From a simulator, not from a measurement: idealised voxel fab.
process module | voxel plated lines
cross-section cut | 295 nm wide | cells 5 nm
A cross-section is a grid of square cells, given in bands from the top down. A band is one or more rows of cells.
Each band's line starts with the height of the band's top and of its bottom, in nm. Then come its materials from left to right, each with its width in nm. One material with "throughout" fills the band from edge to edge. "air" is empty space.
Height 0 is the level under which the wafer as received is all one material. The lowest band goes on downwards, as in "0 down".
A width such as "30 to 40" changes by the same amount from each row of cells to the next, from the band's top row to its bottom row.
"no change" after a step means that no cell of the cross-section changed.
closed voids: empty space of 8 cells or more with no open way to the top, each as width x height at its distance from the left edge, in nm
after a step's settings: what the simulator itself notes on the step
overlay nm, on a step with a mask: how far to the right of its planned place the mask lay; to the left if negative
plan
1 op RECEIVE | material Si
2 op CONFORMAL_DEP | material SiN | thk nm 5
3 op DIRECTIONAL_DEP | material TiN | thk nm 5
4 op PATTERN | tone open | mask id LINES | material resist | width nm 25 | pitch nm 40 | thk nm 40 | overlay nm 0
5 op EPI | material Ru | thk nm 10
6 op EPI | material Ru | thk nm 5
7 op EPI | material Ru | thk nm 5
8 op STRIP | etch materials resist
9 op DIRECTIONAL_ETCH | etch materials TiN | depth nm 5
10 op CONFORMAL_DEP | material SiN | thk nm 10
as received, after step 1
  0 down: Si throughout
  closed voids: none
first wafer at the end, as planned
  40 to 30: air 85 | SiN 125 | air 85
  30 to 15: air 85 | SiN 10 | Ru 25 | SiN 15 | Ru 25 | SiN 15 | Ru 25 | SiN 10 | air 85
  15 to 10: SiN 95 | Ru 25 | SiN 15 | Ru 25 | SiN 15 | Ru 25 | SiN 95
  10 to 5: SiN 95 | TiN 25 | SiN 15 | TiN 25 | SiN 15 | TiN 25 | SiN 95
  5 to 0: SiN throughout
  0 down: Si throughout
  closed voids: none
second wafer at the end: like start, like plan, one mistake
  35 to 30: air 90 | SiN 35 | air 5 | SiN 35 | air 5 | SiN 35 | air 90
  30 to 10: air 90 | SiN 5 | Ru 25 | SiN 5 | air 5 | SiN 5 | Ru 25 | SiN 5 | air 5 | SiN 5 | Ru 25 | SiN 5 | air 90
  10 to 5: SiN 95 | TiN 25 | SiN 15 | TiN 25 | SiN 15 | TiN 25 | SiN 95
  5 to 0: SiN throughout
  0 down: Si throughout
  closed voids: none
what went wrong: step 10 ran as: op CONFORMAL_DEP | material SiN | thk nm 5
at the end the second wafer has, in cells: 79 fewer of SiN
